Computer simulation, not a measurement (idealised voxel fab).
process module | voxel transistor to metal
cross-section cut | 170 nm wide | cells 5 nm
A cross-section is a grid of square cells, given in bands from the top down. A band is one or more rows of cells.
Each band's line starts with the height of the band's top and of its bottom, in nm. Then come its materials from left to right, each with its width in nm. One material with "throughout" fills the band from edge to edge. "air" is empty space.
Height 0 is the level under which the wafer as received is all one material. The lowest band goes on downwards, as in "0 down".
A width such as "30 to 40" changes by the same amount from each row of cells to the next, from the band's top row to its bottom row.
"no change" after a step means that no cell of the cross-section changed.
closed voids: empty space of 8 cells or more with no open way to the top, each as width x height at its distance from the left edge, in nm
after a step's settings: what the simulator itself notes on the step
overlay nm, on a step with a mask: how far to the right of its planned place the mask lay; to the left if negative
plan
1 op RECEIVE | material Si
2 op CONFORMAL_DEP | material SiO2 | thk nm 5
3 op CONFORMAL_DEP | material SiN | thk nm 15
4 op DIRECTIONAL_DEP | material aC | thk nm 15
5 op PATTERN | tone cover | mask id ACTIVE | material resist | width nm 125 | thk nm 30 | overlay nm 0
6 op DIRECTIONAL_ETCH | etch materials aC | depth nm 15
7 op STRIP | etch materials resist
8 op DIRECTIONAL_ETCH | etch materials SiN | depth nm 15
9 op DIRECTIONAL_ETCH | etch materials SiO2 | depth nm 5
10 op DIRECTIONAL_ETCH | etch materials Si | depth nm 30
11 op STRIP | etch materials aC
12 op FILL_DEP | material SiO2 | thk nm 5
13 op CMP | height nm 20
14 op SELECTIVE_ETCH | etch materials SiO2 | depth nm 10
15 op STRIP | etch materials SiN
16 op SELECTIVE_ETCH | etch materials SiO2 | depth nm 5
17 op OXIDIZE | depth nm 5
18 op DIRECTIONAL_DEP | material polySi | thk nm 30
19 op DIRECTIONAL_DEP | material SiCN | thk nm 10
20 op PATTERN | tone cover | mask id GATE | material resist | width nm 25 | thk nm 20 | overlay nm 0
21 op DIRECTIONAL_ETCH | etch materials SiCN | depth nm 20
22 op DIRECTIONAL_ETCH | etch materials polySi | depth nm 40
23 op STRIP | etch materials resist
24 op CONFORMAL_DEP | material SiO2 | thk nm 5
25 op DIRECTIONAL_ETCH | etch materials SiO2 | depth nm 5
26 op CONFORMAL_DEP | material SiN | thk nm 5
27 op DIRECTIONAL_ETCH | etch materials SiN | depth nm 5
28 op DIRECTIONAL_ETCH | etch materials SiO2 | depth nm 5
29 op DIRECTIONAL_ETCH | etch materials Si | depth nm 15
30 op EPI | material SiGe | thk nm 20
31 op FILL_DEP | material SiO2 | thk nm 5
32 op CMP | height nm 30
33 op STRIP | etch materials polySi
34 op SELECTIVE_ETCH | etch materials SiO2 | depth nm 5
35 op CONFORMAL_DEP | material HfO2 | thk nm 5
36 op CONFORMAL_DEP | material TiN | thk nm 5
37 op FILL_DEP | material W | thk nm 5
38 op CMP | height nm 25
39 op DIRECTIONAL_DEP | material SiO2 | thk nm 10
40 op PATTERN | tone open | mask id CONTACT | material resist | width nm 20 | pitch nm 85 | thk nm 20 | overlay nm 0
41 op DIRECTIONAL_ETCH | etch materials SiO2 | depth nm 20
42 op STRIP | etch materials resist
43 op CONFORMAL_DEP | material TiN | thk nm 5
44 op FILL_DEP | material W | thk nm 10
45 op CMP | height nm 35
46 op CONFORMAL_DEP | material SiCN | thk nm 5
47 op DIRECTIONAL_DEP | material lowk | thk nm 15
48 op DIRECTIONAL_DEP | material aC | thk nm 10
49 op PATTERN | tone open | mask id METAL_1 | material resist | width nm 20 | pitch nm 85 | thk nm 30 | overlay nm 0
50 op DIRECTIONAL_ETCH | etch materials aC | depth nm 10
51 op STRIP | etch materials resist
52 op DIRECTIONAL_ETCH | etch materials lowk | depth nm 15
53 op DIRECTIONAL_ETCH | etch materials SiCN | depth nm 5
54 op STRIP | etch materials aC
55 op CONFORMAL_DEP | material TiN | thk nm 5
56 op FILL_DEP | material Cu | thk nm 5
57 op CMP | height nm 55
58 op EPI | material Ru | thk nm 5
59 op FILL_DEP | material SiCN | thk nm 5
60 op DIRECTIONAL_DEP | material SiO2 | thk nm 25
61 op DIRECTIONAL_DEP | material aC | thk nm 10
62 op PATTERN | tone open | mask id METAL_2_HOLES | material resist | width nm 15 | pitch nm 85 | thk nm 30 | overlay nm 0
63 op DIRECTIONAL_ETCH | etch materials aC | depth nm 10
64 op STRIP | etch materials resist
65 op DIRECTIONAL_ETCH | etch materials SiO2 | depth nm 25
66 op STRIP | etch materials aC
67 op PATTERN | tone open | mask id METAL_2 | material resist | width nm 20 | pitch nm 85 | thk nm 15 | overlay nm 0
68 op DIRECTIONAL_ETCH | etch materials SiO2 | depth nm 15
69 op DIRECTIONAL_ETCH | etch materials SiCN | depth nm 5
70 op STRIP | etch materials resist
71 op CONFORMAL_DEP | material TiN | thk nm 5
72 op FILL_DEP | material Cu | thk nm 10
73 op CMP | height nm 90
74 op CONFORMAL_DEP | material SiN | thk nm 5
first wafer, as planned
as received, after step 1
  0 down: Si throughout
  closed voids: none
after step 2
  5 to 0: SiO2 throughout
  below 0: unchanged
after step 3
  20 to 5: SiN throughout
  below 5: unchanged
after step 4
  35 to 20: aC throughout
  below 20: unchanged
after step 5
  65 to 35: air 20 | resist 125 | air 25
  below 35: unchanged
after step 6
  50 to 35: air 20 | resist 125 | air 25
  35 to 20: air 20 | aC 125 | air 25
  below 20: unchanged
after step 7
  35 to 20: air 20 | aC 125 | air 25
  below 20: unchanged
after step 8
  35 to 20: air 20 | aC 125 | air 25
  20 to 5: air 20 | SiN 125 | air 25
  below 5: unchanged
after step 9
  35 to 20: air 20 | aC 125 | air 25
  20 to 5: air 20 | SiN 125 | air 25
  5 to 0: air 20 | SiO2 125 | air 25
  below 0: unchanged
after step 10
  35 to 20: air 20 | aC 125 | air 25
  20 to 5: air 20 | SiN 125 | air 25
  5 to 0: air 20 | SiO2 125 | air 25
  0 to -30: air 20 | Si 125 | air 25
  below -30: unchanged
after step 11
  20 to 5: air 20 | SiN 125 | air 25
  below 5: unchanged
after step 12
  25 to 20: SiO2 throughout
  20 to 5: SiO2 20 | SiN 125 | SiO2 25
  5 to 0: SiO2 throughout
  0 to -30: SiO2 20 | Si 125 | SiO2 25
  below -30: unchanged
after step 13
  20 to 5: SiO2 20 | SiN 125 | SiO2 25
  below 5: unchanged
after step 14
  20 to 10: air 20 | SiN 125 | air 25
  below 10: unchanged
after step 15
  10 to 5: SiO2 20 | air 125 | SiO2 25
  below 5: unchanged
after step 16
  5 to 0: SiO2 15 | air 135 | SiO2 20
  below 0: unchanged
after step 17
  5 to 0: SiO2 15 | air 135 | SiO2 20
  0 to -5: SiO2 throughout
  below -5: unchanged
after step 18
  35 to 30: polySi 15 | air 135 | polySi 20
  30 to 5: polySi throughout
  5 to 0: SiO2 15 | polySi 135 | SiO2 20
  below 0: unchanged
after step 19
  45 to 40: SiCN 15 | air 135 | SiCN 20
  40 to 35: SiCN throughout
  35 to 30: polySi 15 | SiCN 135 | polySi 20
  below 30: unchanged
after step 20
  65 to 45: air 70 | resist 25 | air 75
  45 to 40: SiCN 15 | air 55 | resist 25 | air 55 | SiCN 20
  below 40: unchanged
after step 21
  65 to 40: air 70 | resist 25 | air 75
  40 to 35: air 70 | SiCN 25 | air 75
  35 to 30: polySi 15 | air 55 | SiCN 25 | air 55 | polySi 20
  below 30: unchanged
after step 22
  65 to 40: air 70 | resist 25 | air 75
  40 to 30: air 70 | SiCN 25 | air 75
  30 to 5: air 70 | polySi 25 | air 75
  5 to 0: SiO2 15 | air 55 | polySi 25 | air 55 | SiO2 20
  below 0: unchanged
after step 23
  40 to 30: air 70 | SiCN 25 | air 75
  below 30: unchanged
after step 24
  45 to 40: air 65 | SiO2 35 | air 70
  40 to 30: air 65 | SiO2 5 | SiCN 25 | SiO2 5 | air 70
  30 to 10: air 65 | SiO2 5 | polySi 25 | SiO2 5 | air 70
  10 to 5: SiO2 20 | air 45 | SiO2 5 | polySi 25 | SiO2 5 | air 45 | SiO2 25
  5 to 0: SiO2 70 | polySi 25 | SiO2 75
  below 0: unchanged
after step 25
  40 to 30: air 65 | SiO2 5 | SiCN 25 | SiO2 5 | air 70
  30 to 5: air 65 | SiO2 5 | polySi 25 | SiO2 5 | air 70
  5 to 0: SiO2 20 | air 45 | SiO2 5 | polySi 25 | SiO2 5 | air 45 | SiO2 25
  below 0: unchanged
after step 26
  45 to 40: air 60 | SiN 45 | air 65
  40 to 30: air 60 | SiN 5 | SiO2 5 | SiCN 25 | SiO2 5 | SiN 5 | air 65
  30 to 10: air 60 | SiN 5 | SiO2 5 | polySi 25 | SiO2 5 | SiN 5 | air 65
  10 to 5: SiN 25 | air 35 | SiN 5 | SiO2 5 | polySi 25 | SiO2 5 | SiN 5 | air 35 | SiN 30
  5 to 0: SiO2 20 | SiN 45 | SiO2 5 | polySi 25 | SiO2 5 | SiN 45 | SiO2 25
  below 0: unchanged
after step 27
  40 to 30: air 60 | SiN 5 | SiO2 5 | SiCN 25 | SiO2 5 | SiN 5 | air 65
  30 to 5: air 60 | SiN 5 | SiO2 5 | polySi 25 | SiO2 5 | SiN 5 | air 65
  5 to 0: SiO2 20 | SiN 5 | air 35 | SiN 5 | SiO2 5 | polySi 25 | SiO2 5 | SiN 5 | air 35 | SiN 5 | SiO2 25
  below 0: unchanged
after step 28
  40 to 35: air 60 | SiN 5 | air 5 | SiCN 25 | air 5 | SiN 5 | air 65
  35 to 30: air 60 | SiN 5 | SiO2 5 | SiCN 25 | SiO2 5 | SiN 5 | air 65
  30 to 5: air 60 | SiN 5 | SiO2 5 | polySi 25 | SiO2 5 | SiN 5 | air 65
  5 to 0: air 20 | SiN 5 | air 35 | SiN 5 | SiO2 5 | polySi 25 | SiO2 5 | SiN 5 | air 35 | SiN 5 | air 25
  0 to -5: SiO2 25 | air 35 | SiO2 45 | air 35 | SiO2 30
  below -5: unchanged
after step 29
  40 to 35: air 60 | SiN 5 | air 5 | SiCN 25 | air 5 | SiN 5 | air 65
  35 to 30: air 60 | SiN 5 | SiO2 5 | SiCN 25 | SiO2 5 | SiN 5 | air 65
  30 to 5: air 60 | SiN 5 | SiO2 5 | polySi 25 | SiO2 5 | SiN 5 | air 65
  5 to 0: air 20 | SiN 5 | air 35 | SiN 5 | SiO2 5 | polySi 25 | SiO2 5 | SiN 5 | air 35 | SiN 5 | air 25
  0 to -5: SiO2 25 | air 35 | SiO2 45 | air 35 | SiO2 30
  -5 to -20: SiO2 20 | Si 5 | air 35 | Si 45 | air 35 | Si 5 | SiO2 25
  below -20: unchanged
after step 30
  40 to 35: air 60 | SiN 5 | air 5 | SiCN 25 | air 5 | SiN 5 | air 65
  35 to 30: air 60 | SiN 5 | SiO2 5 | SiCN 25 | SiO2 5 | SiN 5 | air 65
  30 to 15: air 60 | SiN 5 | SiO2 5 | polySi 25 | SiO2 5 | SiN 5 | air 65
  15 to 5: air 15 | SiGe 45 | SiN 5 | SiO2 5 | polySi 25 | SiO2 5 | SiN 5 | SiGe 45 | air 20
  5 to 0: air 15 | SiGe 5 | SiN 5 | SiGe 35 | SiN 5 | SiO2 5 | polySi 25 | SiO2 5 | SiN 5 | SiGe 35 | SiN 5 | SiGe 5 | air 20
  0 to -5: SiO2 25 | SiGe 35 | SiO2 45 | SiGe 35 | SiO2 30
  -5 to -20: SiO2 20 | Si 5 | SiGe 35 | Si 45 | SiGe 35 | Si 5 | SiO2 25
  below -20: unchanged
after step 31
  45 to 40: SiO2 throughout
  40 to 30: SiO2 60 | SiN 5 | SiO2 5 | SiCN 25 | SiO2 5 | SiN 5 | SiO2 65
  30 to 15: SiO2 60 | SiN 5 | SiO2 5 | polySi 25 | SiO2 5 | SiN 5 | SiO2 65
  15 to 5: SiO2 15 | SiGe 45 | SiN 5 | SiO2 5 | polySi 25 | SiO2 5 | SiN 5 | SiGe 45 | SiO2 20
  5 to 0: SiO2 15 | SiGe 5 | SiN 5 | SiGe 35 | SiN 5 | SiO2 5 | polySi 25 | SiO2 5 | SiN 5 | SiGe 35 | SiN 5 | SiGe 5 | SiO2 20
  below 0: unchanged
after step 32
  30 to 15: SiO2 60 | SiN 5 | SiO2 5 | polySi 25 | SiO2 5 | SiN 5 | SiO2 65
  below 15: unchanged
after step 33
  30 to 15: SiO2 60 | SiN 5 | SiO2 5 | air 25 | SiO2 5 | SiN 5 | SiO2 65
  15 to 5: SiO2 15 | SiGe 45 | SiN 5 | SiO2 5 | air 25 | SiO2 5 | SiN 5 | SiGe 45 | SiO2 20
  5 to 0: SiO2 15 | SiGe 5 | SiN 5 | SiGe 35 | SiN 5 | SiO2 5 | air 25 | SiO2 5 | SiN 5 | SiGe 35 | SiN 5 | SiGe 5 | SiO2 20
  below 0: unchanged
after step 34
  30 to 25: air 60 | SiN 5 | air 35 | SiN 5 | air 65
  25 to 15: SiO2 60 | SiN 5 | air 35 | SiN 5 | SiO2 65
  15 to 5: SiO2 15 | SiGe 45 | SiN 5 | air 35 | SiN 5 | SiGe 45 | SiO2 20
  5 to 0: SiO2 15 | SiGe 5 | SiN 5 | SiGe 35 | SiN 5 | air 35 | SiN 5 | SiGe 35 | SiN 5 | SiGe 5 | SiO2 20
  0 to -5: SiO2 25 | SiGe 35 | SiO2 5 | air 35 | SiO2 5 | SiGe 35 | SiO2 30
  below -5: unchanged
after step 35
  35 to 30: air 55 | HfO2 15 | air 25 | HfO2 15 | air 60
  30 to 25: HfO2 60 | SiN 5 | HfO2 5 | air 25 | HfO2 5 | SiN 5 | HfO2 65
  25 to 15: SiO2 60 | SiN 5 | HfO2 5 | air 25 | HfO2 5 | SiN 5 | SiO2 65
  15 to 5: SiO2 15 | SiGe 45 | SiN 5 | HfO2 5 | air 25 | HfO2 5 | SiN 5 | SiGe 45 | SiO2 20
  5 to 0: SiO2 15 | SiGe 5 | SiN 5 | SiGe 35 | SiN 5 | HfO2 5 | air 25 | HfO2 5 | SiN 5 | SiGe 35 | SiN 5 | SiGe 5 | SiO2 20
  0 to -5: SiO2 25 | SiGe 35 | SiO2 5 | HfO2 35 | SiO2 5 | SiGe 35 | SiO2 30
  below -5: unchanged
after step 36
  40 to 35: air 50 | TiN 25 | air 15 | TiN 25 | air 55
  35 to 30: TiN 55 | HfO2 15 | TiN 5 | air 15 | TiN 5 | HfO2 15 | TiN 60
  30 to 25: HfO2 60 | SiN 5 | HfO2 5 | TiN 5 | air 15 | TiN 5 | HfO2 5 | SiN 5 | HfO2 65
  25 to 15: SiO2 60 | SiN 5 | HfO2 5 | TiN 5 | air 15 | TiN 5 | HfO2 5 | SiN 5 | SiO2 65
  15 to 5: SiO2 15 | SiGe 45 | SiN 5 | HfO2 5 | TiN 5 | air 15 | TiN 5 | HfO2 5 | SiN 5 | SiGe 45 | SiO2 20
  5 to 0: SiO2 15 | SiGe 5 | SiN 5 | SiGe 35 | SiN 5 | HfO2 5 | TiN 25 | HfO2 5 | SiN 5 | SiGe 35 | SiN 5 | SiGe 5 | SiO2 20
  below 0: unchanged
after step 37
  45 to 40: W throughout
  40 to 35: W 50 | TiN 25 | W 15 | TiN 25 | W 55
  35 to 30: TiN 55 | HfO2 15 | TiN 5 | W 15 | TiN 5 | HfO2 15 | TiN 60
  30 to 25: HfO2 60 | SiN 5 | HfO2 5 | TiN 5 | W 15 | TiN 5 | HfO2 5 | SiN 5 | HfO2 65
  25 to 15: SiO2 60 | SiN 5 | HfO2 5 | TiN 5 | W 15 | TiN 5 | HfO2 5 | SiN 5 | SiO2 65
  15 to 5: SiO2 15 | SiGe 45 | SiN 5 | HfO2 5 | TiN 5 | W 15 | TiN 5 | HfO2 5 | SiN 5 | SiGe 45 | SiO2 20
  below 5: unchanged
after step 38
  25 to 15: SiO2 60 | SiN 5 | HfO2 5 | TiN 5 | W 15 | TiN 5 | HfO2 5 | SiN 5 | SiO2 65
  below 15: unchanged
after step 39
  35 to 25: SiO2 throughout
  below 25: unchanged
after step 40
  55 to 35: resist 30 | air 20 | resist 65 | air 20 | resist 35
  below 35: unchanged
after step 41
  55 to 35: resist 30 | air 20 | resist 65 | air 20 | resist 35
  35 to 25: SiO2 30 | air 20 | SiO2 65 | air 20 | SiO2 35
  25 to 15: SiO2 30 | air 20 | SiO2 10 | SiN 5 | HfO2 5 | TiN 5 | W 15 | TiN 5 | HfO2 5 | SiN 5 | SiO2 10 | air 20 | SiO2 35
  below 15: unchanged
after step 42
  35 to 25: SiO2 30 | air 20 | SiO2 65 | air 20 | SiO2 35
  below 25: unchanged
after step 43
  40 to 35: TiN 35 | air 10 | TiN 75 | air 10 | TiN 40
  35 to 25: SiO2 30 | TiN 5 | air 10 | TiN 5 | SiO2 65 | TiN 5 | air 10 | TiN 5 | SiO2 35
  25 to 20: SiO2 30 | TiN 5 | air 10 | TiN 5 | SiO2 10 | SiN 5 | HfO2 5 | TiN 5 | W 15 | TiN 5 | HfO2 5 | SiN 5 | SiO2 10 | TiN 5 | air 10 | TiN 5 | SiO2 35
  20 to 15: SiO2 30 | TiN 20 | SiO2 10 | SiN 5 | HfO2 5 | TiN 5 | W 15 | TiN 5 | HfO2 5 | SiN 5 | SiO2 10 | TiN 20 | SiO2 35
  below 15: unchanged
after step 44
  50 to 40: W throughout
  40 to 35: TiN 35 | W 10 | TiN 75 | W 10 | TiN 40
  35 to 25: SiO2 30 | TiN 5 | W 10 | TiN 5 | SiO2 65 | TiN 5 | W 10 | TiN 5 | SiO2 35
  25 to 20: SiO2 30 | TiN 5 | W 10 | TiN 5 | SiO2 10 | SiN 5 | HfO2 5 | TiN 5 | W 15 | TiN 5 | HfO2 5 | SiN 5 | SiO2 10 | TiN 5 | W 10 | TiN 5 | SiO2 35
  below 20: unchanged
after step 45
  35 to 25: SiO2 30 | TiN 5 | W 10 | TiN 5 | SiO2 65 | TiN 5 | W 10 | TiN 5 | SiO2 35
  below 25: unchanged
after step 46
  40 to 35: SiCN throughout
  below 35: unchanged
after step 47
  55 to 40: lowk throughout
  below 40: unchanged
after step 48
  65 to 55: aC throughout
  below 55: unchanged
after step 49
  95 to 65: resist 30 | air 20 | resist 65 | air 20 | resist 35
  below 65: unchanged
after step 50
  85 to 65: resist 30 | air 20 | resist 65 | air 20 | resist 35
  65 to 55: aC 30 | air 20 | aC 65 | air 20 | aC 35
  below 55: unchanged
after step 51
  65 to 55: aC 30 | air 20 | aC 65 | air 20 | aC 35
  below 55: unchanged
after step 52
  65 to 55: aC 30 | air 20 | aC 65 | air 20 | aC 35
  55 to 40: lowk 30 | air 20 | lowk 65 | air 20 | lowk 35
  below 40: unchanged
after step 53
  65 to 55: aC 30 | air 20 | aC 65 | air 20 | aC 35
  55 to 40: lowk 30 | air 20 | lowk 65 | air 20 | lowk 35
  40 to 35: SiCN 30 | air 20 | SiCN 65 | air 20 | SiCN 35
  below 35: unchanged
after step 54
  55 to 40: lowk 30 | air 20 | lowk 65 | air 20 | lowk 35
  below 40: unchanged
after step 55
  60 to 55: TiN 35 | air 10 | TiN 75 | air 10 | TiN 40
  55 to 40: lowk 30 | TiN 5 | air 10 | TiN 5 | lowk 65 | TiN 5 | air 10 | TiN 5 | lowk 35
  40 to 35: SiCN 30 | TiN 20 | SiCN 65 | TiN 20 | SiCN 35
  below 35: unchanged
after step 56
  65 to 60: Cu throughout
  60 to 55: TiN 35 | Cu 10 | TiN 75 | Cu 10 | TiN 40
  55 to 40: lowk 30 | TiN 5 | Cu 10 | TiN 5 | lowk 65 | TiN 5 | Cu 10 | TiN 5 | lowk 35
  below 40: unchanged
after step 57
  55 to 40: lowk 30 | TiN 5 | Cu 10 | TiN 5 | lowk 65 | TiN 5 | Cu 10 | TiN 5 | lowk 35
  below 40: unchanged
after step 58
  60 to 55: air 25 | Ru 30 | air 55 | Ru 30 | air 30
  below 55: unchanged
after step 59
  65 to 60: SiCN throughout
  60 to 55: SiCN 25 | Ru 30 | SiCN 55 | Ru 30 | SiCN 30
  below 55: unchanged
after step 60
  90 to 65: SiO2 throughout
  below 65: unchanged
after step 61
  100 to 90: aC throughout
  below 90: unchanged
after step 62
  130 to 100: resist 30 | air 15 | resist 70 | air 15 | resist 40
  below 100: unchanged
after step 63
  120 to 100: resist 30 | air 15 | resist 70 | air 15 | resist 40
  100 to 90: aC 30 | air 15 | aC 70 | air 15 | aC 40
  below 90: unchanged
after step 64
  100 to 90: aC 30 | air 15 | aC 70 | air 15 | aC 40
  below 90: unchanged
after step 65
  100 to 90: aC 30 | air 15 | aC 70 | air 15 | aC 40
  90 to 65: SiO2 30 | air 15 | SiO2 70 | air 15 | SiO2 40
  below 65: unchanged
after step 66
  90 to 65: SiO2 30 | air 15 | SiO2 70 | air 15 | SiO2 40
  below 65: unchanged
after step 67
  105 to 90: resist 30 | air 20 | resist 65 | air 20 | resist 35
  below 90: unchanged
after step 68
  105 to 90: resist 30 | air 20 | resist 65 | air 20 | resist 35
  90 to 75: SiO2 30 | air 20 | SiO2 65 | air 20 | SiO2 35
  below 75: unchanged
after step 69
  105 to 90: resist 30 | air 20 | resist 65 | air 20 | resist 35
  90 to 75: SiO2 30 | air 20 | SiO2 65 | air 20 | SiO2 35
  75 to 65: SiO2 30 | air 15 | SiO2 70 | air 15 | SiO2 40
  65 to 60: SiCN 30 | air 15 | SiCN 70 | air 15 | SiCN 40
  below 60: unchanged
after step 70
  90 to 75: SiO2 30 | air 20 | SiO2 65 | air 20 | SiO2 35
  below 75: unchanged
after step 71
  95 to 90: TiN 35 | air 10 | TiN 75 | air 10 | TiN 40
  90 to 80: SiO2 30 | TiN 5 | air 10 | TiN 5 | SiO2 65 | TiN 5 | air 10 | TiN 5 | SiO2 35
  80 to 75: SiO2 30 | TiN 5 | air 5 | TiN 10 | SiO2 65 | TiN 5 | air 5 | TiN 10 | SiO2 35
  75 to 65: SiO2 30 | TiN 5 | air 5 | TiN 5 | SiO2 70 | TiN 5 | air 5 | TiN 5 | SiO2 40
  65 to 60: SiCN 30 | TiN 15 | SiCN 70 | TiN 15 | SiCN 40
  below 60: unchanged
after step 72
  105 to 95: Cu throughout
  95 to 90: TiN 35 | Cu 10 | TiN 75 | Cu 10 | TiN 40
  90 to 80: SiO2 30 | TiN 5 | Cu 10 | TiN 5 | SiO2 65 | TiN 5 | Cu 10 | TiN 5 | SiO2 35
  80 to 75: SiO2 30 | TiN 5 | Cu 5 | TiN 10 | SiO2 65 | TiN 5 | Cu 5 | TiN 10 | SiO2 35
  75 to 65: SiO2 30 | TiN 5 | Cu 5 | TiN 5 | SiO2 70 | TiN 5 | Cu 5 | TiN 5 | SiO2 40
  below 65: unchanged
after step 73
  90 to 80: SiO2 30 | TiN 5 | Cu 10 | TiN 5 | SiO2 65 | TiN 5 | Cu 10 | TiN 5 | SiO2 35
  below 80: unchanged
after step 74
  95 to 90: SiN throughout
  below 90: unchanged
second wafer: like start, like plan, one mistake. Through step 39 it matches the first wafer
when step 40 should have ended
  55 to 35: resist 25 | air 30 | resist 55 | air 30 | resist 30
  below 35: unchanged
when step 41 should have ended
  55 to 35: resist 25 | air 30 | resist 55 | air 30 | resist 30
  35 to 25: SiO2 25 | air 30 | SiO2 55 | air 30 | SiO2 30
  25 to 15: SiO2 25 | air 30 | SiO2 5 | SiN 5 | HfO2 5 | TiN 5 | W 15 | TiN 5 | HfO2 5 | SiN 5 | SiO2 5 | air 30 | SiO2 30
  below 15: unchanged
when step 42 should have ended
  35 to 25: SiO2 25 | air 30 | SiO2 55 | air 30 | SiO2 30
  below 25: unchanged
when step 43 should have ended
  40 to 35: TiN 30 | air 20 | TiN 65 | air 20 | TiN 35
  35 to 25: SiO2 25 | TiN 5 | air 20 | TiN 5 | SiO2 55 | TiN 5 | air 20 | TiN 5 | SiO2 30
  25 to 20: SiO2 25 | TiN 5 | air 20 | TiN 5 | SiO2 5 | SiN 5 | HfO2 5 | TiN 5 | W 15 | TiN 5 | HfO2 5 | SiN 5 | SiO2 5 | TiN 5 | air 20 | TiN 5 | SiO2 30
  20 to 15: SiO2 25 | TiN 30 | SiO2 5 | SiN 5 | HfO2 5 | TiN 5 | W 15 | TiN 5 | HfO2 5 | SiN 5 | SiO2 5 | TiN 30 | SiO2 30
  below 15: unchanged
when step 44 should have ended
  50 to 40: W throughout
  40 to 35: TiN 30 | W 20 | TiN 65 | W 20 | TiN 35
  35 to 25: SiO2 25 | TiN 5 | W 20 | TiN 5 | SiO2 55 | TiN 5 | W 20 | TiN 5 | SiO2 30
  25 to 20: SiO2 25 | TiN 5 | W 20 | TiN 5 | SiO2 5 | SiN 5 | HfO2 5 | TiN 5 | W 15 | TiN 5 | HfO2 5 | SiN 5 | SiO2 5 | TiN 5 | W 20 | TiN 5 | SiO2 30
  below 20: unchanged
when step 45 should have ended
  35 to 25: SiO2 25 | TiN 5 | W 20 | TiN 5 | SiO2 55 | TiN 5 | W 20 | TiN 5 | SiO2 30
  below 25: unchanged
when step 46 should have ended
  40 to 35: SiCN throughout
  below 35: unchanged
when step 47 should have ended
  55 to 40: lowk throughout
  below 40: unchanged
when step 48 should have ended
  65 to 55: aC throughout
  below 55: unchanged
when step 49 should have ended
  95 to 65: resist 30 | air 20 | resist 65 | air 20 | resist 35
  below 65: unchanged
when step 50 should have ended
  85 to 65: resist 30 | air 20 | resist 65 | air 20 | resist 35
  65 to 55: aC 30 | air 20 | aC 65 | air 20 | aC 35
  below 55: unchanged
when step 51 should have ended
  65 to 55: aC 30 | air 20 | aC 65 | air 20 | aC 35
  below 55: unchanged
when step 52 should have ended
  65 to 55: aC 30 | air 20 | aC 65 | air 20 | aC 35
  55 to 40: lowk 30 | air 20 | lowk 65 | air 20 | lowk 35
  below 40: unchanged
when step 53 should have ended
  65 to 55: aC 30 | air 20 | aC 65 | air 20 | aC 35
  55 to 40: lowk 30 | air 20 | lowk 65 | air 20 | lowk 35
  40 to 35: SiCN 30 | air 20 | SiCN 65 | air 20 | SiCN 35
  below 35: unchanged
when step 54 should have ended
  55 to 40: lowk 30 | air 20 | lowk 65 | air 20 | lowk 35
  below 40: unchanged
when step 55 should have ended
  60 to 55: TiN 35 | air 10 | TiN 75 | air 10 | TiN 40
  55 to 40: lowk 30 | TiN 5 | air 10 | TiN 5 | lowk 65 | TiN 5 | air 10 | TiN 5 | lowk 35
  40 to 35: SiCN 30 | TiN 20 | SiCN 65 | TiN 20 | SiCN 35
  below 35: unchanged
when step 56 should have ended
  65 to 60: Cu throughout
  60 to 55: TiN 35 | Cu 10 | TiN 75 | Cu 10 | TiN 40
  55 to 40: lowk 30 | TiN 5 | Cu 10 | TiN 5 | lowk 65 | TiN 5 | Cu 10 | TiN 5 | lowk 35
  below 40: unchanged
when step 57 should have ended
  55 to 40: lowk 30 | TiN 5 | Cu 10 | TiN 5 | lowk 65 | TiN 5 | Cu 10 | TiN 5 | lowk 35
  below 40: unchanged
when step 58 should have ended
  60 to 55: air 25 | Ru 30 | air 55 | Ru 30 | air 30
  below 55: unchanged
when step 59 should have ended
  65 to 60: SiCN throughout
  60 to 55: SiCN 25 | Ru 30 | SiCN 55 | Ru 30 | SiCN 30
  below 55: unchanged
when step 60 should have ended
  90 to 65: SiO2 throughout
  below 65: unchanged
when step 61 should have ended
  100 to 90: aC throughout
  below 90: unchanged
when step 62 should have ended
  130 to 100: resist 30 | air 15 | resist 70 | air 15 | resist 40
  below 100: unchanged
when step 63 should have ended
  120 to 100: resist 30 | air 15 | resist 70 | air 15 | resist 40
  100 to 90: aC 30 | air 15 | aC 70 | air 15 | aC 40
  below 90: unchanged
when step 64 should have ended
  100 to 90: aC 30 | air 15 | aC 70 | air 15 | aC 40
  below 90: unchanged
when step 65 should have ended
  100 to 90: aC 30 | air 15 | aC 70 | air 15 | aC 40
  90 to 65: SiO2 30 | air 15 | SiO2 70 | air 15 | SiO2 40
  below 65: unchanged
when step 66 should have ended
  90 to 65: SiO2 30 | air 15 | SiO2 70 | air 15 | SiO2 40
  below 65: unchanged
when step 67 should have ended
  105 to 90: resist 30 | air 20 | resist 65 | air 20 | resist 35
  below 90: unchanged
when step 68 should have ended
  105 to 90: resist 30 | air 20 | resist 65 | air 20 | resist 35
  90 to 75: SiO2 30 | air 20 | SiO2 65 | air 20 | SiO2 35
  below 75: unchanged
when step 69 should have ended
  105 to 90: resist 30 | air 20 | resist 65 | air 20 | resist 35
  90 to 75: SiO2 30 | air 20 | SiO2 65 | air 20 | SiO2 35
  75 to 65: SiO2 30 | air 15 | SiO2 70 | air 15 | SiO2 40
  65 to 60: SiCN 30 | air 15 | SiCN 70 | air 15 | SiCN 40
  below 60: unchanged
when step 70 should have ended
  90 to 75: SiO2 30 | air 20 | SiO2 65 | air 20 | SiO2 35
  below 75: unchanged
when step 71 should have ended
  95 to 90: TiN 35 | air 10 | TiN 75 | air 10 | TiN 40
  90 to 80: SiO2 30 | TiN 5 | air 10 | TiN 5 | SiO2 65 | TiN 5 | air 10 | TiN 5 | SiO2 35
  80 to 75: SiO2 30 | TiN 5 | air 5 | TiN 10 | SiO2 65 | TiN 5 | air 5 | TiN 10 | SiO2 35
  75 to 65: SiO2 30 | TiN 5 | air 5 | TiN 5 | SiO2 70 | TiN 5 | air 5 | TiN 5 | SiO2 40
  65 to 60: SiCN 30 | TiN 15 | SiCN 70 | TiN 15 | SiCN 40
  below 60: unchanged
when step 72 should have ended
  105 to 95: Cu throughout
  95 to 90: TiN 35 | Cu 10 | TiN 75 | Cu 10 | TiN 40
  90 to 80: SiO2 30 | TiN 5 | Cu 10 | TiN 5 | SiO2 65 | TiN 5 | Cu 10 | TiN 5 | SiO2 35
  80 to 75: SiO2 30 | TiN 5 | Cu 5 | TiN 10 | SiO2 65 | TiN 5 | Cu 5 | TiN 10 | SiO2 35
  75 to 65: SiO2 30 | TiN 5 | Cu 5 | TiN 5 | SiO2 70 | TiN 5 | Cu 5 | TiN 5 | SiO2 40
  below 65: unchanged
when step 73 should have ended
  90 to 80: SiO2 30 | TiN 5 | Cu 10 | TiN 5 | SiO2 65 | TiN 5 | Cu 10 | TiN 5 | SiO2 35
  below 80: unchanged
when step 74 should have ended
  95 to 90: SiN throughout
  below 90: unchanged
what went wrong: step 40 ran as: op PATTERN | tone open | mask id CONTACT | material resist | width nm 30 | pitch nm 85 | thk nm 20 | overlay nm 0
at the end the second wafer has, in cells: 16 fewer of SiO2 | 4 more of TiN | 12 more of W
